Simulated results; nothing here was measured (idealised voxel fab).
A process module follows: voxel self aligned vias.
The cross-section shown here is cut; it is 190 nm wide and divided into square cells measuring 5 nm on a side.
In what follows, cross-sections appear as grids of square cells, described through bands that run from the top down, where every band is one or more rows of cells. What a band's entry tells you: where the top is and where the bottom is, as heights in nm, and after that what lies inside, material by material from left to right, each with its width in nm. Empty space is written as the word "blank", and a single material marked with the word "all across" occupies the band from edge to edge. Heights are expressed relative to 0, this being the level below which the as-received wafer comprises one material exclusively. The lowest band is unbounded in the downward direction and is denoted as in "0..down". The notation "30->40" denotes a width that varies across the rows of cells in the band, beginning at the first number in the top row, finishing at the second number in the bottom row, and changing by an identical amount from each row to the next. Where a step carries "no alterations made", the cross-section came out of it unchanged, cell for cell. "Trapped void list" contains a list of empty spaces, each no smaller than 8 cells and without an open way to the top, written in the form width x height at distance with the distance from the left edge and all three in nm. Anything after a step's settings on that line? It's the simulator's own note about the step. On any step carrying a mask, the "overlay nm" setting, if present on the step's line, tells how far right of its planned place the mask lay; negative values point to the left.
# plan
1: RECEIVE (material Si)
2: CONFORMAL_DEP (material SiO2; thk nm 10)
3: CONFORMAL_DEP (material SiCN; thk nm 5)
4: DIRECTIONAL_DEP (material SiO2; thk nm 25)
5: PATTERN (tone open; mask id LINES; material resist; width nm 30; pitch nm 80; thk nm 20; overlay nm 0)
6: DIRECTIONAL_ETCH (etch materials SiO2; depth nm 25)
7: STRIP (etch materials resist)
8: CONFORMAL_DEP (material TiN; thk nm 5)
9: FILL_DEP (material Ru; thk nm 10)
10: CMP (height nm 40)
11: SELECTIVE_ETCH (etch materials W Ru TiN; depth nm 10)
12: FILL_DEP (material SiN; thk nm 10)
13: CMP (height nm 40)
14: DIRECTIONAL_DEP (material SiO2; thk nm 15)
15: MASKED_ETCH (tone open; mask id VIAS; width nm 50; pitch nm 80; etch materials SiO2; depth nm 15; overlay nm 0)
16: MASKED_ETCH (tone open; mask id VIAS; width nm 50; pitch nm 80; etch materials SiN; depth nm 10; overlay nm 0)
17: CONFORMAL_DEP (material TiN; thk nm 5)
18: FILL_DEP (material Cu; thk nm 10)
19: CMP (height nm 55)
20: CONFORMAL_DEP (material SiCN; thk nm 5)
# As-received state of the wafer in cross-section, equivalent to post-step 1
    0..down  Si all across
    Trapped void list: none
# First wafer of two, sectioned at end of module; run went per plan
    60..55  SiCN all across
    55..45  SiO2 (30)  TiN (5)  Cu (40)  TiN (5)  SiO2 (30)  TiN (5)  Cu (40)  TiN (5)  SiO2 (30)
    45..35  SiO2 (30->40)  TiN (15->5)  Cu (20)  TiN (15->5)  SiO2 (30->50)  TiN (15->5)  Cu (20)  TiN (15->5)  SiO2 (30->40)
    35..30  SiO2 (40)  TiN (30)  SiO2 (50)  TiN (30)  SiO2 (40)
    30..20  SiO2 (40)  TiN (5)  Ru (20)  TiN (5)  SiO2 (50)  TiN (5)  Ru (20)  TiN (5)  SiO2 (40)
    20..15  SiO2 (40)  TiN (30)  SiO2 (50)  TiN (30)  SiO2 (40)
    15..10  SiCN all across
    10..0  SiO2 all across
    0..down  Si all across
    Trapped void list: none
# Presented here is a cross-section of the second of the two wafers as it stood at the end of the module. It was started in the same manner and assigned the same plan as the first wafer; however, one mistake was made in its execution
    60..55  SiCN all across
    55..45  SiO2 (30)  SiCN (5)  Cu (40)  SiCN (5)  SiO2 (30)  SiCN (5)  Cu (40)  SiCN (5)  SiO2 (30)
    45..35  SiO2 (30->40)  SiCN (15->5)  Cu (20)  SiCN (15->5)  SiO2 (30->50)  SiCN (15->5)  Cu (20)  SiCN (15->5)  SiO2 (30->40)
    35..30  SiO2 (40)  SiCN (30)  SiO2 (50)  SiCN (30)  SiO2 (40)
    30..20  SiO2 (40)  TiN (5)  Ru (20)  TiN (5)  SiO2 (50)  TiN (5)  Ru (20)  TiN (5)  SiO2 (40)
    20..15  SiO2 (40)  TiN (30)  SiO2 (50)  TiN (30)  SiO2 (40)
    15..10  SiCN all across
    10..0  SiO2 all across
    0..down  Si all across
    Trapped void list: none
The plan and the run diverged here: it should be noted that step 17 was executed with settings other than those planned, the operation and settings actually applied being CONFORMAL_DEP (material SiCN; thk nm 5)
In the final state, the cell counts of the second wafer exceed or fall short of those of the first for the following materials: SiCN: 36 more, TiN: 36 fewer
